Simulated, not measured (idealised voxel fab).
The following process module bears the name voxel released beams.
The width of the displayed cross-section, cut, is 220 nm; its cells are square, with a size of 5 nm.
Think of the cross-section as a grid of square cells. We describe it in bands, top to bottom, and each band covers one or more rows of those cells. Per band: top height and bottom height in nm, followed by the left-to-right materials and their widths in nm; "everywhere" marks a single material spanning edge to edge, "empty" marks empty space. It should be noted that heights are counted from 0, beneath which the wafer as supplied is of one material throughout, and that the lowest band possesses no lower boundary but continues downward, as written in "0 down". When a width is written as two numbers, as in "30 to 40", the first number is the width in the top row of cells of the band and the second is the width in its bottom row, and the width changes by the same amount from each row to the next. "no change occurred" means the step left every cell of the cross-section as it was. Empty spaces counting at least 8 cells and having no open way to the top are listed in "Closed void inventory". The notation width x height at distance is used for each, the distance being from the left edge and all three values in nm. after a step's settings: what the simulator itself notes on the step. overlay nm: mask right of planned place by this much (step with mask). Neg. = left.
# Process steps (planned)
| 1 | RECEIVE with material Si |
| 2 | CONFORMAL_DEP with material SiN, thk nm 5 |
| 3 | DIRECTIONAL_DEP with material SiO2, thk nm 10 |
| 4 | MASKED_ETCH with tone open, mask id ANCHOR, width nm 35, etch materials SiO2, depth nm 10, overlay nm 0 |
| 5 | CONFORMAL_DEP with material TiN, thk nm 15 |
| 6 | DIRECTIONAL_DEP with material aC, thk nm 10 |
| 7 | PATTERN with tone cover, mask id BEAM, material resist, width nm 90, thk nm 30, overlay nm 0 |
| 8 | DIRECTIONAL_ETCH with etch materials aC, depth nm 10 |
| 9 | STRIP with etch materials resist |
| 10 | DIRECTIONAL_ETCH with etch materials TiN, depth nm 15 |
| 11 | STRIP with etch materials aC |
| 12 | STRIP with etch materials SiO2 |
# Step 1 complete: cross-section of the wafer as received
> 0 down | Si everywhere
> Closed void inventory: none
# Final wafer profile in cross-section after the module, from the same start and plan as above, with one mistake made during processing
> 45 to 30 | 60 of empty | 90 of TiN | 70 of empty
> 30 to 15 | TiN everywhere
> 15 to 5 | 65 of SiO2 | 35 of TiN | 120 of SiO2
> 5 to 0 | SiN everywhere
> 0 down | Si everywhere
> Closed void inventory: none
What was done differently from what was planned? plan step 5 was conducted twice
